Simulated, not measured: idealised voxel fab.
process module | voxel double patterning
cross-section cut | 295 nm wide | cells 5 nm
A cross-section is a grid of square cells, given in bands from the top down. A band is one or more rows of cells.
Each band's line starts with the height of the band's top and of its bottom, in nm. Then come its materials from left to right, each with its width in nm. One material with "throughout" fills the band from edge to edge. "air" is empty space.
Height 0 is the level under which the wafer as received is all one material. The lowest band goes on downwards, as in "0 down".
A width such as "30 to 40" changes by the same amount from each row of cells to the next, from the band's top row to its bottom row.
"no change" after a step means that no cell of the cross-section changed.
closed voids: empty space of 8 cells or more with no open way to the top, each as width x height at its distance from the left edge, in nm
after a step's settings: what the simulator itself notes on the step
overlay nm, on a step with a mask: how far to the right of its planned place the mask lay; to the left if negative
plan
1 op RECEIVE | material Si
2 op CONFORMAL_DEP | material SiO2 | thk nm 5
3 op DIRECTIONAL_DEP | material W | thk nm 10
4 op DIRECTIONAL_DEP | material SiCN | thk nm 10
5 op DIRECTIONAL_DEP | material aC | thk nm 15
6 op PATTERN | tone open | mask id FIRST | material resist | width nm 15 | pitch nm 50 | thk nm 35 | overlay nm 0
7 op DIRECTIONAL_ETCH | etch materials aC | depth nm 15
8 op STRIP | etch materials resist
9 op DIRECTIONAL_ETCH | etch materials SiCN | depth nm 10
10 op STRIP | etch materials aC
11 op MASKED_ETCH | tone open | mask id SECOND | width nm 15 | etch materials SiCN | depth nm 10 | overlay nm 0
12 op DIRECTIONAL_ETCH | etch materials W | depth nm 10
13 op STRIP | etch materials SiCN
as received, after step 1
  0 down: Si throughout
  closed voids: none
first wafer at the end, as planned
  15 to 5: W 115 | air 15 | W 10 | air 15 | W 10 | air 15 | W 115
  5 to 0: SiO2 throughout
  0 down: Si throughout
  closed voids: none
second wafer at the end: like start, like plan, one mistake
  15 to 5: W 115 | air 15 | W 5 | air 25 | W 5 | air 15 | W 115
  5 to 0: SiO2 throughout
  0 down: Si throughout
  closed voids: none
what went wrong: step 11 ran as: op MASKED_ETCH | tone open | mask id SECOND | width nm 25 | etch materials SiCN | depth nm 10 | overlay nm 0
at the end the second wafer has, in cells: 4 fewer of W
